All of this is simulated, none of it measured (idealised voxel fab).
Module name: voxel self aligned vias (process module)
Square cell edge 5 nm, section width 280 nm, ID cut.
We lay out every cross-section as a grid of square cells and spell it out in bands from the top down, where one band means one or more rows of cells.
For a band, the entry starts with two heights in nm, that of the top and then that of the bottom, and carries on with the band's materials in order from left to right, each alongside its width in nm; the word "all across" beside a single material means it fills the band edge to edge, and "blank" means empty space.
Beneath 0, the wafer as received is one material, and that level is where height counting begins. The lowest band goes on downward without a bottom; it is written like "from 0 down".
Top row gets the first number, bottom row gets the second, and each row in between changes by the same step: that is how a band width like "30..40" works.
Step note "no modification" = no cross-section cell changed.
"Trapped void list": sealed empty spaces, 8 cells or more, no open way to top, listed width x height at distance, with distance from the left edge and width, height and distance in nm.
Past the settings on a step's line: simulator remark, on that step.
overlay nm: how far to the right of its planned place the mask lay on this masked step (negative: to the left).

## So here's the lineup of process steps we planned
1 RECEIVE,material Si
2 CONFORMAL_DEP,material SiO2,thk nm 10
3 CONFORMAL_DEP,material SiCN,thk nm 5
4 DIRECTIONAL_DEP,material SiO2,thk nm 30
5 MASKED_ETCH,tone open,mask id LINES,width nm 25,pitch nm 75,etch materials SiO2,depth nm 30,overlay nm 0
6 CONFORMAL_DEP,material TiN,thk nm 5
7 FILL_DEP,material W,thk nm 10
8 CMP,height nm 45
9 SELECTIVE_ETCH,etch materials W Ru TiN,depth nm 5
10 FILL_DEP,material SiN,thk nm 10
11 CMP,height nm 45
12 DIRECTIONAL_DEP,material SiO2,thk nm 15
13 PATTERN,tone open,mask id VIAS,material resist,width nm 45,thk nm 20,overlay nm 0
14 DIRECTIONAL_ETCH,etch materials SiO2,depth nm 15
15 DIRECTIONAL_ETCH,etch materials SiN,depth nm 5
16 STRIP,etch materials resist
17 CONFORMAL_DEP,material TiN,thk nm 5
18 FILL_DEP,material Cu,thk nm 10
19 CMP,height nm 60
20 CONFORMAL_DEP,material SiCN,thk nm 5

## Cross-section of the incoming wafer, state after step 1
	from 0 down  Si all across
	Trapped void list: none

## Sectioned view, first of two wafers, at the close of the module, processed as intended in the plan
	from 65 to 60  SiCN all across
	from 60 to 50  SiO2=80 | TiN=5 | Cu=35 | TiN=5 | SiO2=155
	from 50 to 45  SiO2=80 | TiN=15 | Cu=15 | TiN=15 | SiO2=155
	from 45 to 40  SiO2=90 | TiN=25 | SiO2=50 | SiN=25 | SiO2=90
	from 40 to 20  SiO2=90 | TiN=5 | W=15 | TiN=5 | SiO2=50 | TiN=5 | W=15 | TiN=5 | SiO2=90
	from 20 to 15  SiO2=90 | TiN=25 | SiO2=50 | TiN=25 | SiO2=90
	from 15 to 10  SiCN all across
	from 10 to 0  SiO2 all across
	from 0 down  Si all across
	Trapped void list: none

## The second wafer, shown in cross-section after the module: started the same way as the first and given the same plan, yet one mistake crept into how it was run
	from 80 to 75  SiCN all across
	from 75 to 65  Cu all across
	from 65 to 60  TiN=85 | Cu=35 | TiN=160
	from 60 to 50  SiO2=80 | TiN=5 | Cu=35 | TiN=5 | SiO2=155
	from 50 to 45  SiO2=80 | TiN=15 | Cu=15 | TiN=15 | SiO2=155
	from 45 to 40  SiO2=90 | TiN=25 | SiO2=50 | SiN=25 | SiO2=90
	from 40 to 20  SiO2=90 | TiN=5 | W=15 | TiN=5 | SiO2=50 | TiN=5 | W=15 | TiN=5 | SiO2=90
	from 20 to 15  SiO2=90 | TiN=25 | SiO2=50 | TiN=25 | SiO2=90
	from 15 to 10  SiCN all across
	from 10 to 0  SiO2 all across
	from 0 down  Si all across
	Trapped void list: none
what went wrong: skipped: plan step 19 (never run)
Cell-count delta at end, second wafer over first, by material: Cu: 119 more | TiN: 49 more
